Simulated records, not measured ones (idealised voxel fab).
The document below concerns the process module designated voxel transistor to metal.
In the cross-section labelled cut, the width is 285 nm and each square cell is 5 nm.
When this document writes out a cross-section, it uses a grid of square cells and lists it as bands, beginning at the top and moving down, with a band standing for one or more rows of cells. First you get the band's top height and its bottom height, in nm, and then the materials it's made of, left to right, with each width in nm. If you see a single material with "full width", that one covers the band edge to edge. "air" is empty space. Note: height 0 marks the level under which the wafer is uniformly one material as received. Lowest band unbounded below, written "0 -> down". Quick explanation for "30->40": the width changes in equal steps down the rows of cells, from the first number in the band's top row to the second number in its bottom row. Where the words "no modification" appear for a step, the cross-section shows no cell changed by that step; every cell remained as before. "Sealed void listing": sealed empty spaces, 8 cells or more, no open way to top, listed width x height at distance, with distance from the left edge and width, height and distance in nm. Where a step's line continues beyond its settings, the continuation is a remark by the simulator itself on that step. The optional step-line setting "overlay nm" applies to steps with a mask and quantifies how far to the right of its planned location the mask lay, a negative value indicating leftward placement.
PROCESS STEPS (PLANNED)
1,RECEIVE | material Si
2,OXIDIZE | depth nm 5
3,CONFORMAL_DEP | material SiN | thk nm 15
4,DIRECTIONAL_DEP | material aC | thk nm 15
5,PATTERN | tone cover | mask id ACTIVE | material resist | width nm 100 | pitch nm 120 | thk nm 35 | overlay nm 0
6,DIRECTIONAL_ETCH | etch materials aC | depth nm 15
7,STRIP | etch materials resist
8,DIRECTIONAL_ETCH | etch materials SiN | depth nm 15
9,DIRECTIONAL_ETCH | etch materials SiO2 | depth nm 5
10,DIRECTIONAL_ETCH | etch materials Si | depth nm 30
11,STRIP | etch materials aC
12,OXIDIZE | depth nm 5
13,FILL_DEP | material SiO2 | thk nm 15
14,CMP | height nm 15
15,SELECTIVE_ETCH | etch materials SiO2 | depth nm 10
16,STRIP | etch materials SiN
17,SELECTIVE_ETCH | etch materials SiO2 | depth nm 5
18,OXIDIZE | depth nm 5
19,DIRECTIONAL_DEP | material polySi | thk nm 30
20,DIRECTIONAL_DEP | material SiCN | thk nm 10
21,MASKED_ETCH | tone cover | mask id GATE | width nm 30 | pitch nm 120 | etch materials SiCN | depth nm 20 | overlay nm 0
22,MASKED_ETCH | tone cover | mask id GATE | width nm 30 | pitch nm 120 | etch materials polySi | depth nm 40 | overlay nm 0
23,CONFORMAL_DEP | material SiO2 | thk nm 5
24,DIRECTIONAL_ETCH | etch materials SiO2 | depth nm 5
25,CONFORMAL_DEP | material SiN | thk nm 5
26,DIRECTIONAL_ETCH | etch materials SiN | depth nm 5
27,DIRECTIONAL_ETCH | etch materials SiO2 | depth nm 5
28,DIRECTIONAL_ETCH | etch materials Si | depth nm 5
29,EPI | material SiGe | thk nm 5
30,FILL_DEP | material SiO2 | thk nm 10
31,CMP | height nm 25
32,STRIP | etch materials polySi
33,SELECTIVE_ETCH | etch materials SiO2 | depth nm 5
34,CONFORMAL_DEP | material HfO2 | thk nm 5
35,CONFORMAL_DEP | material TiN | thk nm 5
36,FILL_DEP | material W | thk nm 10
37,CMP | height nm 20
38,DIRECTIONAL_DEP | material SiO2 | thk nm 15
39,PATTERN | tone open | mask id CONTACT | material resist | width nm 15 | thk nm 15 | overlay nm 0
40,DIRECTIONAL_ETCH | etch materials SiO2 | depth nm 45
41,STRIP | etch materials resist
42,CONFORMAL_DEP | material TiN | thk nm 5
43,FILL_DEP | material W | thk nm 5
44,CMP | height nm 35
45,DIRECTIONAL_DEP | material TiN | thk nm 5
46,DIRECTIONAL_DEP | material Ru | thk nm 25
47,MASKED_ETCH | tone cover | mask id METAL_1 | width nm 15 | etch materials Ru | depth nm 25 | overlay nm 0
48,MASKED_ETCH | tone cover | mask id METAL_1 | width nm 15 | etch materials TiN | depth nm 5 | overlay nm 0
49,FILL_DEP | material SiO2 | thk nm 5
50,CMP | height nm 65
51,CONFORMAL_DEP | material SiN | thk nm 5
What sets these wafers apart? The thk nm at step 23. They all start alike, and the plan carries the first wafer's value.
FIRST WAFER AS RECEIVED, AFTER STEP 1
- 0 -> down  Si full width
- Sealed void listing: none
FIRST OF SEVERAL WAFERS: CROSS-SECTION AT THE END OF THE MODULE, AFTER STEP 51, ITS LAST STEP
- 70 -> 65  SiN full width
- 65 -> 40  SiO2: 35; Ru: 15; SiO2: 60; Ru: 15; SiO2: 30; Ru: 15; SiO2: 60; Ru: 15; SiO2: 40
- 40 -> 35  SiO2: 35; TiN: 15; SiO2: 60; TiN: 15; SiO2: 30; TiN: 15; SiO2: 60; TiN: 15; SiO2: 40
- 35 -> 20  SiO2: 35; TiN: 5; W: 5; TiN: 5; SiO2: 60; TiN: 5; W: 5; TiN: 5; SiO2: 30; TiN: 5; W: 5; TiN: 5; SiO2: 60; TiN: 5; W: 5; TiN: 5; SiO2: 40
- 20 -> 0  SiO2: 35; TiN: 5; W: 5; TiN: 5; SiO2: 5; SiN: 5; HfO2: 5; TiN: 5; W: 20; TiN: 5; HfO2: 5; SiN: 5; SiO2: 5; TiN: 5; W: 5; TiN: 5; SiO2: 30; TiN: 5; W: 5; TiN: 5; SiO2: 5; SiN: 5; HfO2: 5; TiN: 5; W: 20; TiN: 5; HfO2: 5; SiN: 5; SiO2: 5; TiN: 5; W: 5; TiN: 5; SiO2: 40
- 0 -> -5  SiO2: 30; SiN: 5; TiN: 5; W: 5; TiN: 5; SiO2: 5; SiN: 5; HfO2: 5; TiN: 30; HfO2: 5; SiN: 5; SiO2: 5; TiN: 5; W: 5; TiN: 5; SiN: 5; SiO2: 20; SiN: 5; TiN: 5; W: 5; TiN: 5; SiO2: 5; SiN: 5; HfO2: 5; TiN: 30; HfO2: 5; SiN: 5; SiO2: 5; TiN: 5; W: 5; TiN: 5; SiN: 5; SiO2: 35
- -5 -> -10  SiO2: 35; TiN: 15; SiGe: 5; SiO2: 5; HfO2: 40; SiO2: 5; SiGe: 5; TiN: 15; SiO2: 30; TiN: 15; SiGe: 5; SiO2: 5; HfO2: 40; SiO2: 5; SiGe: 5; TiN: 15; SiO2: 40
- -10 -> -15  SiO2: 35; SiGe: 20; Si: 50; SiGe: 20; SiO2: 30; SiGe: 20; Si: 50; SiGe: 20; SiO2: 40
- -15 -> -40  SiO2: 35; Si: 90; SiO2: 30; Si: 90; SiO2: 40
- -40 -> down  Si full width
- Sealed void listing: none
THE LAST WAFER AS SEEN IN CROSS-SECTION AT THE END OF THE MODULE
- 70 -> 65  SiN full width
- 65 -> 40  SiO2: 35; Ru: 15; SiO2: 60; Ru: 15; SiO2: 30; Ru: 15; SiO2: 60; Ru: 15; SiO2: 40
- 40 -> 35  SiO2: 35; TiN: 15; SiO2: 60; TiN: 15; SiO2: 30; TiN: 15; SiO2: 60; TiN: 15; SiO2: 40
- 35 -> 25  SiO2: 35; TiN: 5; W: 5; TiN: 5; SiO2: 60; TiN: 5; W: 5; TiN: 5; SiO2: 30; TiN: 5; W: 5; TiN: 5; SiO2: 60; TiN: 5; W: 5; TiN: 5; SiO2: 40
- 25 -> 20  SiO2: 35; TiN: 15; SiO2: 60; TiN: 15; SiO2: 30; TiN: 15; SiO2: 60; TiN: 15; SiO2: 40
- 20 -> 15  SiO2: 35; TiN: 5; SiN: 5; TiN: 5; SiO2: 10; HfO2: 5; TiN: 5; W: 20; TiN: 5; HfO2: 5; SiO2: 10; TiN: 5; SiN: 5; TiN: 5; SiO2: 30; TiN: 5; SiN: 5; TiN: 5; SiO2: 10; HfO2: 5; TiN: 5; W: 20; TiN: 5; HfO2: 5; SiO2: 10; TiN: 5; SiN: 5; TiN: 5; SiO2: 40
- 15 -> 0  SiO2: 35; TiN: 5; SiO2: 5; TiN: 5; SiO2: 10; HfO2: 5; TiN: 5; W: 20; TiN: 5; HfO2: 5; SiO2: 10; TiN: 5; SiO2: 5; TiN: 5; SiO2: 30; TiN: 5; SiO2: 5; TiN: 5; SiO2: 10; HfO2: 5; TiN: 5; W: 20; TiN: 5; HfO2: 5; SiO2: 10; TiN: 5; SiO2: 5; TiN: 5; SiO2: 40
- 0 -> -5  SiO2: 35; TiN: 5; SiO2: 5; TiN: 5; SiO2: 10; HfO2: 5; TiN: 30; HfO2: 5; SiO2: 10; TiN: 5; SiO2: 5; TiN: 5; SiO2: 30; TiN: 5; SiO2: 5; TiN: 5; SiO2: 10; HfO2: 5; TiN: 30; HfO2: 5; SiO2: 10; TiN: 5; SiO2: 5; TiN: 5; SiO2: 40
- -5 -> -10  SiO2: 35; TiN: 5; SiO2: 5; TiN: 5; SiO2: 10; HfO2: 40; SiO2: 10; TiN: 5; SiO2: 5; TiN: 5; SiO2: 30; TiN: 5; SiO2: 5; TiN: 5; SiO2: 10; HfO2: 40; SiO2: 10; TiN: 5; SiO2: 5; TiN: 5; SiO2: 40
- -10 -> -40  SiO2: 35; Si: 90; SiO2: 30; Si: 90; SiO2: 40
- -40 -> down  Si full width
- Sealed void listing: none
WHAT FOLLOWS IS A TABLE IN WHICH EACH WAFER OCCUPIES A ROW; FOR THE WAFER AS IT STANDS AT THE CLOSE OF THE MODULE, THE ROW STATES, MATERIAL BY MATERIAL, HOW MANY CELLS HAVE BEEN GAINED (+) OR LOST (-) SINCE RECEIPT, AND THEN GIVES ITS CLOSED VOIDS
thk nm 5; +36 HfO2; +60 Ru; -256 Si; +20 SiGe; +81 SiN; +677 SiO2; +116 TiN; +64 W; Sealed void listing: none
thk nm 10; +36 HfO2; +60 Ru; -240 Si; +77 SiN; +697 SiO2; +116 TiN; +52 W; Sealed void listing: none
thk nm 15; +36 HfO2; +60 Ru; -240 Si; +73 SiN; +729 SiO2; +100 TiN; +40 W; Sealed void listing: none
thk nm 20; +36 HfO2; +60 Ru; -240 Si; +61 SiN; +725 SiO2; +116 TiN; +40 W; Sealed void listing: none
